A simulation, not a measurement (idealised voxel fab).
A process module follows: voxel released beams.
Shown is cross-section cut, with a width of 250 nm and square cells of size 5 nm.
Cross-section, as written here: a square-cell grid given band by band from the top down, where a band holds one or more rows of cells. The band entry comprises the height of the band's top followed by the height of its bottom, expressed in nm, and subsequently the band's materials from left to right, each stated together with its width in nm. Where a single material is marked with the word "edge to edge", that material fills the band from edge to edge. The word "empty" represents empty space. Measure heights from 0. That's the level where, below it, the as-received wafer is all one material. The lowest band is bottomless and extends downward; write it as in "top 0, no bottom". Graded width ("30->40"): value in top row of band = first number; value in bottom row = second number; row-to-row change constant. "stayed the same", as given for a step, is the statement that not any cell of the cross-section underwent a change during that step. Basically, "Closed void listing" tells you about the enclosed voids: empty spaces with no open way to the top, 8 cells or bigger, each written width x height at distance, where distance is from the left edge, all in nm. Formally, on a step line, whatever follows the settings is a remark that the simulator itself makes on the step. The line of a step may include "overlay nm". On a step with a mask, this value is how far to the right of its planned place the mask lay. A negative value means the mask lay to the left.

Below is the list of planned process steps:
step 1: RECEIVE: material Si
step 2: CONFORMAL_DEP: material SiN, thk nm 5
step 3: DIRECTIONAL_DEP: material SiO2, thk nm 20
step 4: MASKED_ETCH: tone open, mask id ANCHOR, width nm 35, etch materials SiO2, depth nm 20, overlay nm 0
step 5: CONFORMAL_DEP: material polySi, thk nm 10
step 6: MASKED_ETCH: tone cover, mask id BEAM, width nm 85, etch materials polySi, depth nm 10, overlay nm -15
step 7: STRIP: etch materials SiO2
What sets these wafers apart? The overlay nm at step 6. They all start alike, and the plan carries the first wafer's value.

Cut through the first of several wafers as received, post step 1:
    top 0, no bottom: Si edge to edge
    Closed void listing: none

The rows of the table below are wafers. Looking at the end of the module, a row counts, for every material, the cells the wafer has gained, shown as (+), or lost, shown as (-), since it was received; its closed voids come next:
overlay nm -15; +50 SiN; +50 polySi; Closed void listing: none
overlay nm -10; +50 SiN; +50 polySi; Closed void listing: none
overlay nm -5; +50 SiN; +50 polySi; Closed void listing: none
overlay nm 0; +50 SiN; +50 polySi; Closed void listing: none
overlay nm 5; +50 SiN; +50 polySi; Closed void listing: none
overlay nm 10; +50 SiN; +50 polySi; Closed void listing: none
overlay nm 15; +50 SiN; +50 polySi; Closed void listing: none
